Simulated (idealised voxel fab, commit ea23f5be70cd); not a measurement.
A process module follows: voxel capacitor over wiring.
Square cell edge 5 nm, section width 150 nm, ID cut.
Cross-section layout: square cells on a grid; listed as bands, top to bottom; a band spans one or more cell rows. The band entry comprises the height of the band's top followed by the height of its bottom, expressed in nm, and subsequently the band's materials from left to right, each stated together with its width in nm. Where a single material is marked with the word "all across", that material fills the band from edge to edge. The word "empty" represents empty space. Convention: height 0 is the level below which the wafer, as received, is all one material. The lowest band does not terminate at the bottom but continues downward, represented as "top 0, no bottom". Per-row width for "30 to 40": begins at first number (top row of band), ends at second number (bottom row), increment between rows held constant. "left unchanged" (step): cross-section cells unchanged, all of them. Entry "Closed empty spaces". Content: empty spaces with no open connection to the top, size 8 cells or greater. Each: width x height at distance. Distance: from left edge. Unit: nm. Formally, on a step line, whatever follows the settings is a remark that the simulator itself makes on the step. overlay nm: mask right of planned place by this much (step with mask). Neg. = left. Below you will find pairs of cross-sections. In each, one shows the wafer before one process step and the other after it, with the after view ending at the lowest band that changed. Under each pair is the step separating them, along with its settings. Do not assume the pairs form a chain: they can come from different runs of this module on the same starting wafer, and a pair continues from the pair above it only when its "Preceding state" entry says so.

### Preceding state
	top 110, bottom 105 = 40 TiN | 5 empty | 105 TiN
	top 105, bottom 95 = 35 SiO2 | 5 TiN | 5 empty | 5 TiN | 100 SiO2
	top 95, bottom 85 = 35 to 25 SiO2 | 15 to 75 TiN | 100 to 50 SiO2
	top 85, bottom 80 = 20 SiO2 | 85 TiN | 45 SiO2
	top 80, bottom 75 = Al2O3 all across
	top 75, bottom 70 = TiN all across
	top 70, bottom 50 = 25 lowk | 5 TiN | 5 Ru | 5 TiN | 110 lowk
	top 50, bottom 45 = 25 SiCN | 15 TiN | 110 SiCN
	top 45, bottom 20 = 15 lowk | 5 TiN | 15 Cu | 5 TiN | 70 lowk | 5 TiN | 15 Cu | 5 TiN | 15 lowk
	top 20, bottom 15 = 15 SiN | 25 TiN | 70 SiN | 25 TiN | 15 SiN
	top 15, bottom 0 = SiO2 all across
	top 0, no bottom = Si all across
	Closed empty spaces: none

### Resulting Cross-Section
	top 120, bottom 110 = Cu all across
	top 110, bottom 105 = 40 TiN | 5 Cu | 105 TiN
	top 105, bottom 95 = 35 SiO2 | 5 TiN | 5 Cu | 5 TiN | 100 SiO2
	Under 95: no change, same as before.
	Closed empty spaces: none
What step was run between the cross-section before it and the cross-section after it, both above? FILL_DEP,material Cu,thk nm 10

Preceding state: see the after view in the pair directly above.

### Resulting Cross-Section
	top 105, bottom 95 = 35 SiO2 | 5 TiN | 5 Cu | 5 TiN | 100 SiO2
	Under 95: no change, same as before.
	Closed empty spaces: none
What step was run between the cross-section before it and the cross-section after it, both above? CMP,height nm 105

Preceding state: see the after view in the pair directly above.

### Resulting Cross-Section
	top 110, bottom 105 = SiN all across
	Under 105: no change, same as before.
	Closed empty spaces: none
What step was run between the cross-section before it and the cross-section after it, both above? CONFORMAL_DEP,material SiN,thk nm 5

### Preceding state
	top 45, bottom 20 = lowk all across
	top 20, bottom 15 = SiN all across
	top 15, bottom 0 = SiO2 all across
	top 0, no bottom = Si all across
	Closed empty spaces: none

### Resulting Cross-Section
	top 65, bottom 45 = 20 resist | 20 empty | 75 resist | 20 empty | 15 resist
	Under 45: no change, same as before.
	Closed empty spaces: none
What step was run between the cross-section before it and the cross-section after it, both above? PATTERN,tone open,mask id METAL_1,material resist,width nm 20,pitch nm 95,thk nm 20,overlay nm 0

Preceding state: see the after view in the pair directly above.

### Resulting Cross-Section
	top 65, bottom 45 = 20 resist | 20 empty | 75 resist | 20 empty | 15 resist
	top 45, bottom 20 = 20 lowk | 20 empty | 75 lowk | 20 empty | 15 lowk
	Under 20: no change, same as before.
	Closed empty spaces: none
What step was run between the cross-section before it and the cross-section after it, both above? DIRECTIONAL_ETCH,etch materials lowk,depth nm 25

Preceding state: see the after view in the pair directly above.

### Resulting Cross-Section
	top 65, bottom 45 = 20 resist | 20 empty | 75 resist | 20 empty | 15 resist
	top 45, bottom 20 = 20 lowk | 20 empty | 75 lowk | 20 empty | 15 lowk
	top 20, bottom 15 = 20 SiN | 20 empty | 75 SiN | 20 empty | 15 SiN
	Under 15: no change, same as before.
	Closed empty spaces: none
What step was run between the cross-section before it and the cross-section after it, both above? DIRECTIONAL_ETCH,etch materials SiN,depth nm 5

Preceding state: see the after view in the pair directly above.

### Resulting Cross-Section
	top 45, bottom 20 = 20 lowk | 20 empty | 75 lowk | 20 empty | 15 lowk
	Under 20: no change, same as before.
	Closed empty spaces: none
What step was run between the cross-section before it and the cross-section after it, both above? STRIP,etch materials resist

Preceding state: see the after view in the pair directly above.

### Resulting Cross-Section
	top 50, bottom 45 = 25 TiN | 10 empty | 85 TiN | 10 empty | 20 TiN
	top 45, bottom 20 = 20 lowk | 5 TiN | 10 empty | 5 TiN | 75 lowk | 5 TiN | 10 empty | 5 TiN | 15 lowk
	top 20, bottom 15 = 20 SiN | 20 TiN | 75 SiN | 20 TiN | 15 SiN
	Under 15: no change, same as before.
	Closed empty spaces: none
What step was run between the cross-section before it and the cross-section after it, both above? CONFORMAL_DEP,material TiN,thk nm 5

Preceding state: see the after view in the pair directly above.

### Resulting Cross-Section
	top 60, bottom 50 = Cu all across
	top 50, bottom 45 = 25 TiN | 10 Cu | 85 TiN | 10 Cu | 20 TiN
	top 45, bottom 20 = 20 lowk | 5 TiN | 10 Cu | 5 TiN | 75 lowk | 5 TiN | 10 Cu | 5 TiN | 15 lowk
	Under 20: no change, same as before.
	Closed empty spaces: none
What step was run between the cross-section before it and the cross-section after it, both above? FILL_DEP,material Cu,thk nm 10

Preceding state: see the after view in the pair directly above.

### Resulting Cross-Section
	top 45, bottom 20 = 20 lowk | 5 TiN | 10 Cu | 5 TiN | 75 lowk | 5 TiN | 10 Cu | 5 TiN | 15 lowk
	Under 20: no change, same as before.
	Closed empty spaces: none
What step was run between the cross-section before it and the cross-section after it, both above? CMP,height nm 45

Preceding state: see the after view in the pair directly above.

### Resulting Cross-Section
	top 50, bottom 45 = SiCN all across
	Under 45: no change, same as before.
	Closed empty spaces: none
What step was run between the cross-section before it and the cross-section after it, both above? CONFORMAL_DEP,material SiCN,thk nm 5

Preceding state: see the after view in the pair directly above.

### Resulting Cross-Section
	top 70, bottom 50 = lowk all across
	Under 50: no change, same as before.
	Closed empty spaces: none
What step was run between the cross-section before it and the cross-section after it, both above? DIRECTIONAL_DEP,material lowk,thk nm 20

Preceding state: see the after view in the pair directly above.

### Resulting Cross-Section
	top 85, bottom 70 = aC all across
	Under 70: no change, same as before.
	Closed empty spaces: none
What step was run between the cross-section before it and the cross-section after it, both above? DIRECTIONAL_DEP,material aC,thk nm 15

Preceding state: see the after view in the pair directly above.

### Resulting Cross-Section
	top 120, bottom 85 = 25 resist | 15 empty | 110 resist
	Under 85: no change, same as before.
	Closed empty spaces: none
What step was run between the cross-section before it and the cross-section after it, both above? PATTERN,tone open,mask id PLUG_1,material resist,width nm 15,thk nm 35,overlay nm 0

Preceding state: see the after view in the pair directly above.

### Resulting Cross-Section
	top 105, bottom 85 = 25 resist | 15 empty | 110 resist
	top 85, bottom 70 = 25 aC | 15 empty | 110 aC
	Under 70: no change, same as before.
	Closed empty spaces: none
What step was run between the cross-section before it and the cross-section after it, both above? DIRECTIONAL_ETCH,etch materials aC,depth nm 15

Preceding state: see the after view in the pair directly above.

### Resulting Cross-Section
	top 85, bottom 70 = 25 aC | 15 empty | 110 aC
	Under 70: no change, same as before.
	Closed empty spaces: none
What step was run between the cross-section before it and the cross-section after it, both above? STRIP,etch materials resist

Preceding state: see the after view in the pair directly above.

### Resulting Cross-Section
	top 85, bottom 70 = 25 aC | 15 empty | 110 aC
	top 70, bottom 50 = 25 lowk | 15 empty | 110 lowk
	Under 50: no change, same as before.
	Closed empty spaces: none
What step was run between the cross-section before it and the cross-section after it, both above? DIRECTIONAL_ETCH,etch materials lowk,depth nm 20

Preceding state: see the after view in the pair directly above.

### Resulting Cross-Section
	top 85, bottom 70 = 25 aC | 15 empty | 110 aC
	top 70, bottom 50 = 25 lowk | 15 empty | 110 lowk
	top 50, bottom 45 = 25 SiCN | 15 empty | 110 SiCN
	Under 45: no change, same as before.
	Closed empty spaces: none
What step was run between the cross-section before it and the cross-section after it, both above? DIRECTIONAL_ETCH,etch materials SiCN,depth nm 5

Preceding state: see the after view in the pair directly above.

### Resulting Cross-Section
	top 70, bottom 50 = 25 lowk | 15 empty | 110 lowk
	Under 50: no change, same as before.
	Closed empty spaces: none
What step was run between the cross-section before it and the cross-section after it, both above? STRIP,etch materials aC

Preceding state: see the after view in the pair directly above.

### Resulting Cross-Section
	top 75, bottom 70 = 30 TiN | 5 empty | 115 TiN
	top 70, bottom 50 = 25 lowk | 5 TiN | 5 empty | 5 TiN | 110 lowk
	top 50, bottom 45 = 25 SiCN | 15 TiN | 110 SiCN
	Under 45: no change, same as before.
	Closed empty spaces: none
What step was run between the cross-section before it and the cross-section after it, both above? CONFORMAL_DEP,material TiN,thk nm 5

Preceding state: see the after view in the pair directly above.

### Resulting Cross-Section
	top 85, bottom 75 = Ru all across
	top 75, bottom 70 = 30 TiN | 5 Ru | 115 TiN
	top 70, bottom 50 = 25 lowk | 5 TiN | 5 Ru | 5 TiN | 110 lowk
	Under 50: no change, same as before.
	Closed empty spaces: none
What step was run between the cross-section before it and the cross-section after it, both above? FILL_DEP,material Ru,thk nm 10

Preceding state: see the after view in the pair directly above.

### Resulting Cross-Section
	top 70, bottom 50 = 25 lowk | 5 TiN | 5 Ru | 5 TiN | 110 lowk
	Under 50: no change, same as before.
	Closed empty spaces: none
What step was run between the cross-section before it and the cross-section after it, both above? CMP,height nm 70

Preceding state: see the after view in the pair directly above.

### Resulting Cross-Section
	top 75, bottom 70 = TiN all across
	Under 70: no change, same as before.
	Closed empty spaces: none
What step was run between the cross-section before it and the cross-section after it, both above? DIRECTIONAL_DEP,material TiN,thk nm 5

Preceding state: see the after view in the pair directly above.

### Resulting Cross-Section
	top 80, bottom 75 = Al2O3 all across
	Under 75: no change, same as before.
	Closed empty spaces: none
What step was run between the cross-section before it and the cross-section after it, both above? DIRECTIONAL_DEP,material Al2O3,thk nm 5

Preceding state: see the after view in the pair directly above.

### Resulting Cross-Section
	top 90, bottom 80 = TiN all across
	Under 80: no change, same as before.
	Closed empty spaces: none
What step was run between the cross-section before it and the cross-section after it, both above? DIRECTIONAL_DEP,material TiN,thk nm 10

Preceding state: see the after view in the pair directly above.

### Resulting Cross-Section
	top 100, bottom 90 = aC all across
	Under 90: no change, same as before.
	Closed empty spaces: none
What step was run between the cross-section before it and the cross-section after it, both above? DIRECTIONAL_DEP,material aC,thk nm 10

Preceding state: see the after view in the pair directly above.

### Resulting Cross-Section
	top 130, bottom 100 = 25 empty | 75 resist | 50 empty
	Under 100: no change, same as before.
	Closed empty spaces: none
What step was run between the cross-section before it and the cross-section after it, both above? PATTERN,tone cover,mask id UPPER_PLATE,material resist,width nm 75,thk nm 30,overlay nm 0

Preceding state: see the after view in the pair directly above.

### Resulting Cross-Section
	top 120, bottom 100 = 25 empty | 75 resist | 50 empty
	top 100, bottom 90 = 25 empty | 75 aC | 50 empty
	Under 90: no change, same as before.
	Closed empty spaces: none
What step was run between the cross-section before it and the cross-section after it, both above? DIRECTIONAL_ETCH,etch materials aC,depth nm 10

Preceding state: see the after view in the pair directly above.

### Resulting Cross-Section
	top 100, bottom 90 = 25 empty | 75 aC | 50 empty
	Under 90: no change, same as before.
	Closed empty spaces: none
What step was run between the cross-section before it and the cross-section after it, both above? STRIP,etch materials resist

Preceding state: see the after view in the pair directly above.

### Resulting Cross-Section
	top 100, bottom 90 = 25 empty | 75 aC | 50 empty
	top 90, bottom 80 = 25 empty | 75 TiN | 50 empty
	Under 80: no change, same as before.
	Closed empty spaces: none
What step was run between the cross-section before it and the cross-section after it, both above? DIRECTIONAL_ETCH,etch materials TiN,depth nm 10

Preceding state: see the after view in the pair directly above.

### Resulting Cross-Section
	top 100, bottom 90 = 25 empty | 75 aC | 50 empty
	top 90, bottom 80 = 25 empty | 75 TiN | 50 empty
	top 80, bottom 75 = 25 empty | 75 Al2O3 | 50 empty
	Under 75: no change, same as before.
	Closed empty spaces: none
What step was run between the cross-section before it and the cross-section after it, both above? DIRECTIONAL_ETCH,etch materials Al2O3,depth nm 5

Preceding state: see the after view in the pair directly above.

### Resulting Cross-Section
	top 90, bottom 80 = 25 empty | 75 TiN | 50 empty
	Under 80: no change, same as before.
	Closed empty spaces: none
What step was run between the cross-section before it and the cross-section after it, both above? STRIP,etch materials aC

Preceding state: see the after view in the pair directly above.

### Resulting Cross-Section
	top 90, bottom 80 = 25 empty | 75 TiN | 50 empty
	top 80, bottom 75 = 25 empty | 75 Al2O3 | 50 empty
	top 75, bottom 70 = 20 empty | 85 TiN | 45 empty
	Under 70: no change, same as before.
	Closed empty spaces: none
What step was run between the cross-section before it and the cross-section after it, both above? MASKED_ETCH,tone cover,mask id LOWER_PLATE,width nm 85,etch materials TiN,depth nm 5,overlay nm 0

Preceding state: see the after view in the pair directly above.

### Resulting Cross-Section
	top 110, bottom 90 = SiO2 all across
	top 90, bottom 80 = 25 SiO2 | 75 TiN | 50 SiO2
	top 80, bottom 75 = 25 SiO2 | 75 Al2O3 | 50 SiO2
	top 75, bottom 70 = 20 SiO2 | 85 TiN | 45 SiO2
	Under 70: no change, same as before.
	Closed empty spaces: none
What step was run between the cross-section before it and the cross-section after it, both above? FILL_DEP,material SiO2,thk nm 20

Preceding state: see the after view in the pair directly above.

### Resulting Cross-Section
	top 105, bottom 90 = SiO2 all across
	Under 90: no change, same as before.
	Closed empty spaces: none
What step was run between the cross-section before it and the cross-section after it, both above? CMP,height nm 105

Preceding state: see the after view in the pair directly above.

### Resulting Cross-Section
	top 120, bottom 105 = aC all across
	Under 105: no change, same as before.
	Closed empty spaces: none
What step was run between the cross-section before it and the cross-section after it, both above? DIRECTIONAL_DEP,material aC,thk nm 15

Preceding state: see the after view in the pair directly above.

### Resulting Cross-Section
	top 150, bottom 120 = 35 resist | 15 empty | 100 resist
	Under 120: no change, same as before.
	Closed empty spaces: none
What step was run between the cross-section before it and the cross-section after it, both above? PATTERN,tone open,mask id PLUG_2,material resist,width nm 15,thk nm 30,overlay nm 0

Preceding state: see the after view in the pair directly above.

### Resulting Cross-Section
	top 135, bottom 120 = 35 resist | 15 empty | 100 resist
	top 120, bottom 105 = 35 aC | 15 empty | 100 aC
	Under 105: no change, same as before.
	Closed empty spaces: none
What step was run between the cross-section before it and the cross-section after it, both above? DIRECTIONAL_ETCH,etch materials aC,depth nm 15

Preceding state: see the after view in the pair directly above.

### Resulting Cross-Section
	top 120, bottom 105 = 35 aC | 15 empty | 100 aC
	Under 105: no change, same as before.
	Closed empty spaces: none
What step was run between the cross-section before it and the cross-section after it, both above? STRIP,etch materials resist

Preceding state: see the after view in the pair directly above.

### Resulting Cross-Section
	top 120, bottom 105 = 35 aC | 15 empty | 100 aC
	top 105, bottom 90 = 35 SiO2 | 15 empty | 100 SiO2
	Under 90: no change, same as before.
	Closed empty spaces: none
What step was run between the cross-section before it and the cross-section after it, both above? DIRECTIONAL_ETCH,etch materials SiO2,depth nm 15

Preceding state: see the after view in the pair directly above.

### Resulting Cross-Section
	top 105, bottom 90 = 35 SiO2 | 15 empty | 100 SiO2
	Under 90: no change, same as before.
	Closed empty spaces: none
What step was run between the cross-section before it and the cross-section after it, both above? STRIP,etch materials aC

Preceding state: see the after view in the pair directly above.

### Resulting Cross-Section
	top 110, bottom 105 = 40 TiN | 5 empty | 105 TiN
	top 105, bottom 95 = 35 SiO2 | 5 TiN | 5 empty | 5 TiN | 100 SiO2
	top 95, bottom 90 = 35 SiO2 | 15 TiN | 100 SiO2
	Under 90: no change, same as before.
	Closed empty spaces: none
What step was run between the cross-section before it and the cross-section after it, both above? CONFORMAL_DEP,material TiN,thk nm 5

Preceding state: see the after view in the pair directly above.

### Resulting Cross-Section
	top 120, bottom 110 = Cu all across
	top 110, bottom 105 = 40 TiN | 5 Cu | 105 TiN
	top 105, bottom 95 = 35 SiO2 | 5 TiN | 5 Cu | 5 TiN | 100 SiO2
	Under 95: no change, same as before.
	Closed empty spaces: none
What step was run between the cross-section before it and the cross-section after it, both above? FILL_DEP,material Cu,thk nm 10

Preceding state: see the after view in the pair directly above.

### Resulting Cross-Section
	top 105, bottom 95 = 35 SiO2 | 5 TiN | 5 Cu | 5 TiN | 100 SiO2
	Under 95: no change, same as before.
	Closed empty spaces: none
What step was run between the cross-section before it and the cross-section after it, both above? CMP,height nm 105

Preceding state: see the after view in the pair directly above.

### Resulting Cross-Section
	top 110, bottom 105 = SiN all across
	Under 105: no change, same as before.
	Closed empty spaces: none
What step was run between the cross-section before it and the cross-section after it, both above? CONFORMAL_DEP,material SiN,thk nm 5

### Preceding state
	top 120, bottom 105 = aC all across
	top 105, bottom 90 = SiO2 all across
	top 90, bottom 80 = 25 SiO2 | 75 TiN | 50 SiO2
	top 80, bottom 75 = 25 SiO2 | 75 Al2O3 | 50 SiO2
	top 75, bottom 70 = 20 SiO2 | 85 TiN | 45 SiO2
	top 70, bottom 50 = 25 lowk | 5 TiN | 5 Ru | 5 TiN | 110 lowk
	top 50, bottom 45 = 25 SiCN | 15 TiN | 110 SiCN
	top 45, bottom 20 = 15 lowk | 5 TiN | 15 Cu | 5 TiN | 70 lowk | 5 TiN | 15 Cu | 5 TiN | 15 lowk
	top 20, bottom 15 = 15 SiN | 25 TiN | 70 SiN | 25 TiN | 15 SiN
	top 15, bottom 0 = SiO2 all across
	top 0, no bottom = Si all across
	Closed empty spaces: none

### Resulting Cross-Section
	top 150, bottom 120 = 40 resist | 15 empty | 95 resist
	Under 120: no change, same as before.
	Closed empty spaces: none
What step was run between the cross-section before it and the cross-section after it, both above? PATTERN,tone open,mask id PLUG_2,material resist,width nm 15,thk nm 30,overlay nm 5

Preceding state: see the after view in the pair directly above.

### Resulting Cross-Section
	top 135, bottom 120 = 40 resist | 15 empty | 95 resist
	top 120, bottom 105 = 40 aC | 15 empty | 95 aC
	Under 105: no change, same as before.
	Closed empty spaces: none
What step was run between the cross-section before it and the cross-section after it, both above? DIRECTIONAL_ETCH,etch materials aC,depth nm 15

Preceding state: see the after view in the pair directly above.

### Resulting Cross-Section
	top 120, bottom 105 = 40 aC | 15 empty | 95 aC
	Under 105: no change, same as before.
	Closed empty spaces: none
What step was run between the cross-section before it and the cross-section after it, both above? STRIP,etch materials resist

Preceding state: see the after view in the pair directly above.

### Resulting Cross-Section
	top 120, bottom 105 = 40 aC | 15 empty | 95 aC
	top 105, bottom 90 = 40 SiO2 | 15 empty | 95 SiO2
	Under 90: no change, same as before.
	Closed empty spaces: none
What step was run between the cross-section before it and the cross-section after it, both above? DIRECTIONAL_ETCH,etch materials SiO2,depth nm 15

Preceding state: see the after view in the pair directly above.

### Resulting Cross-Section
	top 105, bottom 90 = 40 SiO2 | 15 empty | 95 SiO2
	Under 90: no change, same as before.
	Closed empty spaces: none
What step was run between the cross-section before it and the cross-section after it, both above? STRIP,etch materials aC

Preceding state: see the after view in the pair directly above.

### Resulting Cross-Section
	top 110, bottom 105 = 45 TiN | 5 empty | 100 TiN
	top 105, bottom 95 = 40 SiO2 | 5 TiN | 5 empty | 5 TiN | 95 SiO2
	top 95, bottom 90 = 40 SiO2 | 15 TiN | 95 SiO2
	Under 90: no change, same as before.
	Closed empty spaces: none
What step was run between the cross-section before it and the cross-section after it, both above? CONFORMAL_DEP,material TiN,thk nm 5

Preceding state: see the after view in the pair directly above.

### Resulting Cross-Section
	top 120, bottom 110 = Cu all across
	top 110, bottom 105 = 45 TiN | 5 Cu | 100 TiN
	top 105, bottom 95 = 40 SiO2 | 5 TiN | 5 Cu | 5 TiN | 95 SiO2
	Under 95: no change, same as before.
	Closed empty spaces: none
What step was run between the cross-section before it and the cross-section after it, both above? FILL_DEP,material Cu,thk nm 10

Preceding state: see the after view in the pair directly above.

### Resulting Cross-Section
	top 105, bottom 95 = 40 SiO2 | 5 TiN | 5 Cu | 5 TiN | 95 SiO2
	Under 95: no change, same as before.
	Closed empty spaces: none
What step was run between the cross-section before it and the cross-section after it, both above? CMP,height nm 105

Preceding state: see the after view in the pair directly above.

### Resulting Cross-Section
	top 110, bottom 105 = SiN all across
	Under 105: no change, same as before.
	Closed empty spaces: none
What step was run between the cross-section before it and the cross-section after it, both above? CONFORMAL_DEP,material SiN,thk nm 5

### Preceding state
	top 20, bottom 15 = SiN all across
	top 15, bottom 0 = SiO2 all across
	top 0, no bottom = Si all across
	Closed empty spaces: none

### Resulting Cross-Section
	top 45, bottom 20 = SiCN all across
	Under 20: no change, same as before.
	Closed empty spaces: none
What step was run between the cross-section before it and the cross-section after it, both above? DIRECTIONAL_DEP,material SiCN,thk nm 25

Preceding state: see the after view in the pair directly above.

### Resulting Cross-Section
	top 65, bottom 45 = 15 resist | 25 empty | 70 resist | 25 empty | 15 resist
	Under 45: no change, same as before.
	Closed empty spaces: none
What step was run between the cross-section before it and the cross-section after it, both above? PATTERN,tone open,mask id METAL_1,material resist,width nm 25,pitch nm 95,thk nm 20,overlay nm 0

Preceding state: see the after view in the pair directly above.

### Resulting Cross-Section
	top 45, bottom 20 = SiCN all across
	Under 20: no change, same as before.
	Closed empty spaces: none
What step was run between the cross-section before it and the cross-section after it, both above? STRIP,etch materials resist

Preceding state: see the after view in the pair directly above.

### Resulting Cross-Section
	top 50, bottom 45 = TiN all across
	Under 45: no change, same as before.
	Closed empty spaces: none
What step was run between the cross-section before it and the cross-section after it, both above? CONFORMAL_DEP,material TiN,thk nm 5

Preceding state: see the after view in the pair directly above.

### Resulting Cross-Section
	top 60, bottom 50 = Cu all across
	Under 50: no change, same as before.
	Closed empty spaces: none
What step was run between the cross-section before it and the cross-section after it, both above? FILL_DEP,material Cu,thk nm 10

Preceding state: see the after view in the pair directly above.

### Resulting Cross-Section
	top 45, bottom 20 = SiCN all across
	Under 20: no change, same as before.
	Closed empty spaces: none
What step was run between the cross-section before it and the cross-section after it, both above? CMP,height nm 45

Preceding state: see the after view in the pair directly above.

### Resulting Cross-Section
	top 50, bottom 20 = SiCN all across
	Under 20: no change, same as before.
	Closed empty spaces: none
What step was run between the cross-section before it and the cross-section after it, both above? CONFORMAL_DEP,material SiCN,thk nm 5

Preceding state: see the after view in the pair directly above.

### Resulting Cross-Section
	top 70, bottom 50 = lowk all across
	Under 50: no change, same as before.
	Closed empty spaces: none
What step was run between the cross-section before it and the cross-section after it, both above? DIRECTIONAL_DEP,material lowk,thk nm 20

Preceding state: see the after view in the pair directly above.

### Resulting Cross-Section
	top 85, bottom 70 = aC all across
	Under 70: no change, same as before.
	Closed empty spaces: none
What step was run between the cross-section before it and the cross-section after it, both above? DIRECTIONAL_DEP,material aC,thk nm 15

Preceding state: see the after view in the pair directly above.

### Resulting Cross-Section
	top 120, bottom 85 = 25 resist | 15 empty | 110 resist
	Under 85: no change, same as before.
	Closed empty spaces: none
What step was run between the cross-section before it and the cross-section after it, both above? PATTERN,tone open,mask id PLUG_1,material resist,width nm 15,thk nm 35,overlay nm 0

Preceding state: see the after view in the pair directly above.

### Resulting Cross-Section
	top 105, bottom 85 = 25 resist | 15 empty | 110 resist
	top 85, bottom 70 = 25 aC | 15 empty | 110 aC
	Under 70: no change, same as before.
	Closed empty spaces: none
What step was run between the cross-section before it and the cross-section after it, both above? DIRECTIONAL_ETCH,etch materials aC,depth nm 15

Preceding state: see the after view in the pair directly above.

### Resulting Cross-Section
	top 85, bottom 70 = 25 aC | 15 empty | 110 aC
	Under 70: no change, same as before.
	Closed empty spaces: none
What step was run between the cross-section before it and the cross-section after it, both above? STRIP,etch materials resist

Preceding state: see the after view in the pair directly above.

### Resulting Cross-Section
	top 85, bottom 70 = 25 aC | 15 empty | 110 aC
	top 70, bottom 50 = 25 lowk | 15 empty | 110 lowk
	Under 50: no change, same as before.
	Closed empty spaces: none
What step was run between the cross-section before it and the cross-section after it, both above? DIRECTIONAL_ETCH,etch materials lowk,depth nm 20

Preceding state: see the after view in the pair directly above.

### Resulting Cross-Section
	top 85, bottom 70 = 25 aC | 15 empty | 110 aC
	top 70, bottom 50 = 25 lowk | 15 empty | 110 lowk
	top 50, bottom 45 = 25 SiCN | 15 empty | 110 SiCN
	Under 45: no change, same as before.
	Closed empty spaces: none
What step was run between the cross-section before it and the cross-section after it, both above? DIRECTIONAL_ETCH,etch materials SiCN,depth nm 5

Preceding state: see the after view in the pair directly above.

### Resulting Cross-Section
	top 70, bottom 50 = 25 lowk | 15 empty | 110 lowk
	Under 50: no change, same as before.
	Closed empty spaces: none
What step was run between the cross-section before it and the cross-section after it, both above? STRIP,etch materials aC

Preceding state: see the after view in the pair directly above.

### Resulting Cross-Section
	top 75, bottom 70 = 30 TiN | 5 empty | 115 TiN
	top 70, bottom 50 = 25 lowk | 5 TiN | 5 empty | 5 TiN | 110 lowk
	top 50, bottom 45 = 25 SiCN | 15 TiN | 110 SiCN
	Under 45: no change, same as before.
	Closed empty spaces: none
What step was run between the cross-section before it and the cross-section after it, both above? CONFORMAL_DEP,material TiN,thk nm 5

Preceding state: see the after view in the pair directly above.

### Resulting Cross-Section
	top 85, bottom 75 = Ru all across
	top 75, bottom 70 = 30 TiN | 5 Ru | 115 TiN
	top 70, bottom 50 = 25 lowk | 5 TiN | 5 Ru | 5 TiN | 110 lowk
	Under 50: no change, same as before.
	Closed empty spaces: none
What step was run between the cross-section before it and the cross-section after it, both above? FILL_DEP,material Ru,thk nm 10

Preceding state: see the after view in the pair directly above.

### Resulting Cross-Section
	top 70, bottom 50 = 25 lowk | 5 TiN | 5 Ru | 5 TiN | 110 lowk
	Under 50: no change, same as before.
	Closed empty spaces: none
What step was run between the cross-section before it and the cross-section after it, both above? CMP,height nm 70

Preceding state: see the after view in the pair directly above.

### Resulting Cross-Section
	top 75, bottom 70 = TiN all across
	Under 70: no change, same as before.
	Closed empty spaces: none
What step was run between the cross-section before it and the cross-section after it, both above? DIRECTIONAL_DEP,material TiN,thk nm 5

Preceding state: see the after view in the pair directly above.

### Resulting Cross-Section
	top 80, bottom 75 = Al2O3 all across
	Under 75: no change, same as before.
	Closed empty spaces: none
What step was run between the cross-section before it and the cross-section after it, both above? DIRECTIONAL_DEP,material Al2O3,thk nm 5

Preceding state: see the after view in the pair directly above.

### Resulting Cross-Section
	top 90, bottom 80 = TiN all across
	Under 80: no change, same as before.
	Closed empty spaces: none
What step was run between the cross-section before it and the cross-section after it, both above? DIRECTIONAL_DEP,material TiN,thk nm 10

Preceding state: see the after view in the pair directly above.

### Resulting Cross-Section
	top 100, bottom 90 = aC all across
	Under 90: no change, same as before.
	Closed empty spaces: none
What step was run between the cross-section before it and the cross-section after it, both above? DIRECTIONAL_DEP,material aC,thk nm 10

Preceding state: see the after view in the pair directly above.

### Resulting Cross-Section
	top 130, bottom 100 = 25 empty | 75 resist | 50 empty
	Under 100: no change, same as before.
	Closed empty spaces: none
What step was run between the cross-section before it and the cross-section after it, both above? PATTERN,tone cover,mask id UPPER_PLATE,material resist,width nm 75,thk nm 30,overlay nm 0

Preceding state: see the after view in the pair directly above.

### Resulting Cross-Section
	top 120, bottom 100 = 25 empty | 75 resist | 50 empty
	top 100, bottom 90 = 25 empty | 75 aC | 50 empty
	Under 90: no change, same as before.
	Closed empty spaces: none
What step was run between the cross-section before it and the cross-section after it, both above? DIRECTIONAL_ETCH,etch materials aC,depth nm 10

Preceding state: see the after view in the pair directly above.

### Resulting Cross-Section
	top 100, bottom 90 = 25 empty | 75 aC | 50 empty
	Under 90: no change, same as before.
	Closed empty spaces: none
What step was run between the cross-section before it and the cross-section after it, both above? STRIP,etch materials resist

Preceding state: see the after view in the pair directly above.

### Resulting Cross-Section
	top 100, bottom 90 = 25 empty | 75 aC | 50 empty
	top 90, bottom 80 = 25 empty | 75 TiN | 50 empty
	Under 80: no change, same as before.
	Closed empty spaces: none
What step was run between the cross-section before it and the cross-section after it, both above? DIRECTIONAL_ETCH,etch materials TiN,depth nm 10

Preceding state: see the after view in the pair directly above.

### Resulting Cross-Section
	top 100, bottom 90 = 25 empty | 75 aC | 50 empty
	top 90, bottom 80 = 25 empty | 75 TiN | 50 empty
	top 80, bottom 75 = 25 empty | 75 Al2O3 | 50 empty
	Under 75: no change, same as before.
	Closed empty spaces: none
What step was run between the cross-section before it and the cross-section after it, both above? DIRECTIONAL_ETCH,etch materials Al2O3,depth nm 5

Preceding state: see the after view in the pair directly above.

### Resulting Cross-Section
	top 90, bottom 80 = 25 empty | 75 TiN | 50 empty
	Under 80: no change, same as before.
	Closed empty spaces: none
What step was run between the cross-section before it and the cross-section after it, both above? STRIP,etch materials aC

Preceding state: see the after view in the pair directly above.

### Resulting Cross-Section
	top 90, bottom 80 = 25 empty | 75 TiN | 50 empty
	top 80, bottom 75 = 25 empty | 75 Al2O3 | 50 empty
	top 75, bottom 70 = 20 empty | 85 TiN | 45 empty
	Under 70: no change, same as before.
	Closed empty spaces: none
What step was run between the cross-section before it and the cross-section after it, both above? MASKED_ETCH,tone cover,mask id LOWER_PLATE,width nm 85,etch materials TiN,depth nm 5,overlay nm 0

Preceding state: see the after view in the pair directly above.

### Resulting Cross-Section
	top 110, bottom 90 = SiO2 all across
	top 90, bottom 80 = 25 SiO2 | 75 TiN | 50 SiO2
	top 80, bottom 75 = 25 SiO2 | 75 Al2O3 | 50 SiO2
	top 75, bottom 70 = 20 SiO2 | 85 TiN | 45 SiO2
	Under 70: no change, same as before.
	Closed empty spaces: none
What step was run between the cross-section before it and the cross-section after it, both above? FILL_DEP,material SiO2,thk nm 20

Preceding state: see the after view in the pair directly above.

### Resulting Cross-Section
	top 105, bottom 90 = SiO2 all across
	Under 90: no change, same as before.
	Closed empty spaces: none
What step was run between the cross-section before it and the cross-section after it, both above? CMP,height nm 105

Preceding state: see the after view in the pair directly above.

### Resulting Cross-Section
	top 120, bottom 105 = aC all across
	Under 105: no change, same as before.
	Closed empty spaces: none
What step was run between the cross-section before it and the cross-section after it, both above? DIRECTIONAL_DEP,material aC,thk nm 15
